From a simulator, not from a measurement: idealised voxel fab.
process module | voxel self aligned vias
cross-section cut | 210 nm wide | cells 5 nm
A cross-section is a grid of square cells, given in bands from the top down. A band is one or more rows of cells.
Each band's line starts with the height of the band's top and of its bottom, in nm. Then come its materials from left to right, each with its width in nm. One material with "throughout" fills the band from edge to edge. "air" is empty space.
Height 0 is the level under which the wafer as received is all one material. The lowest band goes on downwards, as in "0 down".
A width such as "30 to 40" changes by the same amount from each row of cells to the next, from the band's top row to its bottom row.
"no change" after a step means that no cell of the cross-section changed.
closed voids: empty space of 8 cells or more with no open way to the top, each as width x height at its distance from the left edge, in nm
after a step's settings: what the simulator itself notes on the step
overlay nm, on a step with a mask: how far to the right of its planned place the mask lay; to the left if negative
plan
1 op RECEIVE | material Si
2 op CONFORMAL_DEP | material SiO2 | thk nm 15
3 op CONFORMAL_DEP | material SiCN | thk nm 5
4 op DIRECTIONAL_DEP | material SiO2 | thk nm 20
5 op PATTERN | tone open | mask id LINES | material resist | width nm 30 | pitch nm 80 | thk nm 15 | overlay nm 0
6 op DIRECTIONAL_ETCH | etch materials SiO2 | depth nm 20
7 op STRIP | etch materials resist
8 op CONFORMAL_DEP | material TiN | thk nm 5
9 op FILL_DEP | material Ru | thk nm 5
10 op CMP | height nm 40
11 op SELECTIVE_ETCH | etch materials W Ru TiN | depth nm 5
12 op FILL_DEP | material SiN | thk nm 10
13 op CMP | height nm 40
14 op DIRECTIONAL_DEP | material SiO2 | thk nm 15
15 op MASKED_ETCH | tone open | mask id VIAS | width nm 50 | pitch nm 80 | etch materials SiO2 | depth nm 15 | overlay nm 0
16 op MASKED_ETCH | tone open | mask id VIAS | width nm 50 | pitch nm 80 | etch materials SiN | depth nm 5 | overlay nm 0
17 op CONFORMAL_DEP | material TiN | thk nm 5
18 op FILL_DEP | material Cu | thk nm 5
19 op CMP | height nm 55
20 op CONFORMAL_DEP | material SiCN | thk nm 5
as received, after step 1
  0 down: Si throughout
  closed voids: none
first wafer at the end, as planned
  60 to 55: SiCN throughout
  55 to 45: SiO2 40 | TiN 5 | Cu 40 | TiN 5 | SiO2 30 | TiN 5 | Cu 40 | TiN 5 | SiO2 40
  45 to 40: SiO2 40 | TiN 15 | Cu 20 | TiN 15 | SiO2 30 | TiN 15 | Cu 20 | TiN 15 | SiO2 40
  40 to 35: SiO2 50 | TiN 30 | SiO2 50 | TiN 30 | SiO2 50
  35 to 25: SiO2 50 | TiN 5 | Ru 20 | TiN 5 | SiO2 50 | TiN 5 | Ru 20 | TiN 5 | SiO2 50
  25 to 20: SiO2 50 | TiN 30 | SiO2 50 | TiN 30 | SiO2 50
  20 to 15: SiCN throughout
  15 to 0: SiO2 throughout
  0 down: Si throughout
  closed voids: none
second wafer at the end: like start, like plan, one mistake
  60 to 55: SiCN throughout
  55 to 40: SiO2 40 | TiN 5 | Cu 40 | TiN 5 | SiO2 30 | TiN 5 | Cu 40 | TiN 5 | SiO2 40
  40 to 35: SiO2 40 | TiN 50 | SiO2 30 | TiN 50 | SiO2 40
  35 to 25: SiO2 40 | TiN 15 | Ru 20 | TiN 15 | SiO2 30 | TiN 15 | Ru 20 | TiN 15 | SiO2 40
  25 to 20: SiO2 50 | TiN 30 | SiO2 50 | TiN 30 | SiO2 50
  20 to 15: SiCN throughout
  15 to 0: SiO2 throughout
  0 down: Si throughout
  closed voids: none
what went wrong: step 15 was run twice
at the end the second wafer has, in cells: 8 more of Cu | 24 fewer of SiO2 | 16 more of TiN
